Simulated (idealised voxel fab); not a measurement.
The process module that follows is named voxel transistor to metal.
190 nm wide, 5 nm square cells: that's cross-section cut.
Think of the cross-section as a grid of square cells. We describe it in bands, top to bottom, and each band covers one or more rows of those cells. Per band: top height and bottom height in nm, followed by the left-to-right materials and their widths in nm; "throughout" marks a single material spanning edge to edge, "air" marks empty space. Height is counted from the level 0, under which the received wafer is composed throughout of one material. The lowest of the bands is not closed at the bottom but continues downward, in the notation "0 down". The width entry "30->40" should be interpreted row by row: the top row of cells in the band takes the first number, the bottom row takes the second number, and the change between adjacent rows is uniform throughout. Any step labelled "remained unchanged" changed none of the cells in the cross-section. "Entrapped voids" - sealed voids, min. 8 cells, no opening to top; format: width x height at distance (distance from left edge; nm throughout). Heads up: the bit after the settings on a step's line is the simulator's remark on that step. Each step line may optionally specify "overlay nm", which for a step with a mask gives the rightward distance between the mask's planned place and where it lay, a negative value indicating the leftward direction.

Process steps - plan:
| 1 | RECEIVE: material Si |
| 2 | CONFORMAL_DEP: material SiO2, thk nm 5 |
| 3 | CONFORMAL_DEP: material SiN, thk nm 10 |
| 4 | DIRECTIONAL_DEP: material aC, thk nm 10 |
| 5 | PATTERN: tone cover, mask id ACTIVE, material resist, width nm 85, thk nm 30, overlay nm 0 |
| 6 | DIRECTIONAL_ETCH: etch materials aC, depth nm 10 |
| 7 | STRIP: etch materials resist |
| 8 | DIRECTIONAL_ETCH: etch materials SiN, depth nm 10 |
| 9 | DIRECTIONAL_ETCH: etch materials SiO2, depth nm 5 |
| 10 | DIRECTIONAL_ETCH: etch materials Si, depth nm 30 |
| 11 | STRIP: etch materials aC |
| 12 | FILL_DEP: material SiO2, thk nm 10 |
| 13 | CMP: height nm 15 |
| 14 | SELECTIVE_ETCH: etch materials SiO2, depth nm 5 |
| 15 | STRIP: etch materials SiN |
| 16 | SELECTIVE_ETCH: etch materials SiO2, depth nm 5 |
| 17 | OXIDIZE: depth nm 5 |
| 18 | DIRECTIONAL_DEP: material polySi, thk nm 25 |
| 19 | DIRECTIONAL_DEP: material SiCN, thk nm 15 |
| 20 | MASKED_ETCH: tone cover, mask id GATE, width nm 15, etch materials SiCN, depth nm 25, overlay nm 0 |
| 21 | MASKED_ETCH: tone cover, mask id GATE, width nm 15, etch materials polySi, depth nm 35, overlay nm 0 |
| 22 | CONFORMAL_DEP: material SiN, thk nm 5 |
| 23 | DIRECTIONAL_ETCH: etch materials SiN, depth nm 5 |
| 24 | DIRECTIONAL_ETCH: etch materials SiO2, depth nm 5 |
| 25 | EPI: material nSi, thk nm 5 |
| 26 | FILL_DEP: material SiO2, thk nm 10 |
| 27 | CMP: height nm 40 |
| 28 | DIRECTIONAL_DEP: material SiO2, thk nm 10 |
| 29 | DIRECTIONAL_DEP: material aC, thk nm 10 |
| 30 | PATTERN: tone open, mask id CONTACT, material resist, width nm 25, pitch nm 50, thk nm 30, overlay nm 0 |
| 31 | DIRECTIONAL_ETCH: etch materials aC, depth nm 10 |
| 32 | STRIP: etch materials resist |
| 33 | DIRECTIONAL_ETCH: etch materials SiO2, depth nm 50 |
| 34 | STRIP: etch materials aC |
| 35 | CONFORMAL_DEP: material TiN, thk nm 5 |
| 36 | FILL_DEP: material W, thk nm 5 |
| 37 | CMP: height nm 50 |
| 38 | CONFORMAL_DEP: material SiN, thk nm 5 |
| 39 | DIRECTIONAL_DEP: material lowk, thk nm 25 |
| 40 | PATTERN: tone open, mask id METAL_1, material resist, width nm 15, pitch nm 60, thk nm 20, overlay nm 0 |
| 41 | DIRECTIONAL_ETCH: etch materials lowk, depth nm 25 |
| 42 | DIRECTIONAL_ETCH: etch materials SiN, depth nm 5 |
| 43 | STRIP: etch materials resist |
| 44 | CONFORMAL_DEP: material TiN, thk nm 5 |
| 45 | FILL_DEP: material Ru, thk nm 5 |
| 46 | CMP: height nm 80 |
| 47 | CONFORMAL_DEP: material SiCN, thk nm 5 |

Cross-section of the incoming wafer, state after step 1:
0 down = Si throughout
Entrapped voids: none

Cross-sectional image of the first of two wafers at the end of the module, the run having proceeded as planned:
85 to 80 = SiCN throughout
80 to 55 = lowk=55; TiN=5; Ru=5; TiN=5; lowk=45; TiN=5; Ru=5; TiN=5; lowk=60
55 to 50 = SiN=55; TiN=15; SiN=45; TiN=15; SiN=60
50 to 40 = SiO2=55; TiN=5; W=15; TiN=5; SiO2=25; TiN=5; W=15; TiN=5; SiO2=60
40 to 25 = SiO2=55; TiN=5; W=15; TiN=5; SiN=5; SiCN=15; SiN=5; TiN=5; W=15; TiN=5; SiO2=60
25 to 5 = SiO2=55; TiN=5; W=15; TiN=5; SiN=5; polySi=15; SiN=5; TiN=5; W=15; TiN=5; SiO2=60
5 to 0 = SiO2=45; SiN=5; SiO2=5; TiN=25; SiN=5; polySi=15; SiN=5; TiN=25; SiO2=5; SiN=5; SiO2=50
0 to -5 = SiO2=50; nSi=30; SiO2=25; nSi=30; SiO2=55
-5 to -30 = SiO2=50; Si=85; SiO2=55
-30 down = Si throughout
Entrapped voids: none

Cross-section of the latter of the two wafers at module completion. It had an identical start and an identical plan to the former; in running it, one mistake was made:
85 to 80 = SiCN throughout
80 to 55 = lowk=55; TiN=5; Ru=5; TiN=5; lowk=45; TiN=5; Ru=5; TiN=5; lowk=60
55 to 50 = SiN=55; TiN=15; SiN=45; TiN=15; SiN=60
50 to 40 = SiO2=55; TiN=5; W=15; TiN=5; SiO2=25; TiN=5; W=15; TiN=5; SiO2=60
40 to 25 = SiO2=55; TiN=5; W=15; TiN=5; SiN=5; SiCN=15; SiN=5; TiN=5; W=15; TiN=5; SiO2=60
25 to 5 = SiO2=55; TiN=5; W=15; TiN=5; SiN=5; polySi=15; SiN=5; TiN=5; W=15; TiN=5; SiO2=60
5 to 0 = SiO2=40; SiN=5; SiO2=10; TiN=25; SiN=5; polySi=15; SiN=5; TiN=25; SiO2=10; SiN=5; SiO2=45
0 to -5 = SiO2=40; SiN=10; nSi=30; SiO2=25; nSi=30; SiN=10; SiO2=45
-5 to -10 = SiO2=55; Si=75; SiO2=60
-10 to -30 = SiO2=50; Si=85; SiO2=55
-30 down = Si throughout
Entrapped voids: none
Here's what went sideways: contrary to the plan, steps 14 and 15 were processed in exchanged order
Wrapping up, a cell-based count of both wafers puts the second over or under the first for these materials: Si -2; SiN +4; SiO2 -2
